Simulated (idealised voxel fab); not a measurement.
The following process module bears the name voxel self aligned vias.
cross-section cut | 285 nm wide | cells 5 nm
A cross-section is a grid of square cells, given in bands from the top down. A band is one or more rows of cells. Top height, bottom height, nm. Materials left to right, width each, nm. Single material + "everywhere" = fills band edge to edge. "blank" = empty. Heights are expressed relative to 0, this being the level below which the as-received wafer comprises one material exclusively. The lowest band is unbounded in the downward direction and is denoted as in "0 down". Note: "30 to 40" means the width goes from the first number (top row of the band) to the second number (bottom row) in equal steps per row of cells. Where a step carries "no change occurred", the cross-section came out of it unchanged, cell for cell. If an empty space has no open way to the top and is at least 8 cells in size, "Non-vented voids" lists it, written width x height at distance, where distance is measured from the left edge and every value is in nm. Past the settings on a step's line: simulator remark, on that step. For masked steps, "overlay nm" on the step line gives how far right of plan the mask actually lay; a minus sign means it lay to the left.
**Planned process steps**
1,RECEIVE: material Si
2,CONFORMAL_DEP: material SiO2, thk nm 10
3,CONFORMAL_DEP: material SiCN, thk nm 5
4,DIRECTIONAL_DEP: material SiO2, thk nm 30
5,DIRECTIONAL_DEP: material aC, thk nm 10
6,PATTERN: tone open, mask id LINES, material resist, width nm 25, pitch nm 60, thk nm 25, overlay nm 0
7,DIRECTIONAL_ETCH: etch materials aC, depth nm 10
8,STRIP: etch materials resist
9,DIRECTIONAL_ETCH: etch materials SiO2, depth nm 30
10,STRIP: etch materials aC
11,CONFORMAL_DEP: material TiN, thk nm 5
12,FILL_DEP: material Ru, thk nm 10
13,CMP: height nm 45
14,SELECTIVE_ETCH: etch materials W Ru TiN, depth nm 10
15,FILL_DEP: material SiN, thk nm 10
16,CMP: height nm 45
17,DIRECTIONAL_DEP: material SiO2, thk nm 20
18,DIRECTIONAL_DEP: material aC, thk nm 10
19,PATTERN: tone open, mask id VIAS, material resist, width nm 45, pitch nm 60, thk nm 30, overlay nm 0
20,DIRECTIONAL_ETCH: etch materials aC, depth nm 10
21,STRIP: etch materials resist
22,DIRECTIONAL_ETCH: etch materials SiO2, depth nm 20
23,DIRECTIONAL_ETCH: etch materials SiN, depth nm 10
24,STRIP: etch materials aC
25,CONFORMAL_DEP: material TiN, thk nm 5
26,FILL_DEP: material Cu, thk nm 5
27,CMP: height nm 65
28,CONFORMAL_DEP: material SiN, thk nm 5
**Received-state cross-section, reflecting completion of step 1**
  0 down = Si everywhere
  Non-vented voids: none
**Same starting wafer, same plan as above, one mistake in the execution; this is the cross-section at the end of the module**
  70 to 65 = SiN everywhere
  65 to 40 = SiO2=60 | TiN=5 | Cu=35 | TiN=5 | SiO2=15 | TiN=5 | Cu=35 | TiN=5 | SiO2=15 | TiN=5 | Cu=35 | TiN=5 | SiO2=60
  40 to 35 = SiO2=60 | TiN=45 | SiO2=15 | TiN=45 | SiO2=15 | TiN=45 | SiO2=60
  35 to 25 = SiO2=60 | TiN=15 | Ru=15 | TiN=15 | SiO2=15 | TiN=15 | Ru=15 | TiN=15 | SiO2=15 | TiN=15 | Ru=15 | TiN=15 | SiO2=60
  25 to 20 = SiO2=70 | TiN=5 | Ru=15 | TiN=5 | SiO2=35 | TiN=5 | Ru=15 | TiN=5 | SiO2=35 | TiN=5 | Ru=15 | TiN=5 | SiO2=70
  20 to 15 = SiO2=70 | TiN=25 | SiO2=35 | TiN=25 | SiO2=35 | TiN=25 | SiO2=70
  15 to 10 = SiCN everywhere
  10 to 0 = SiO2 everywhere
  0 down = Si everywhere
  Non-vented voids: none
What was the processing mistake? step 22 of the plan was performed twice
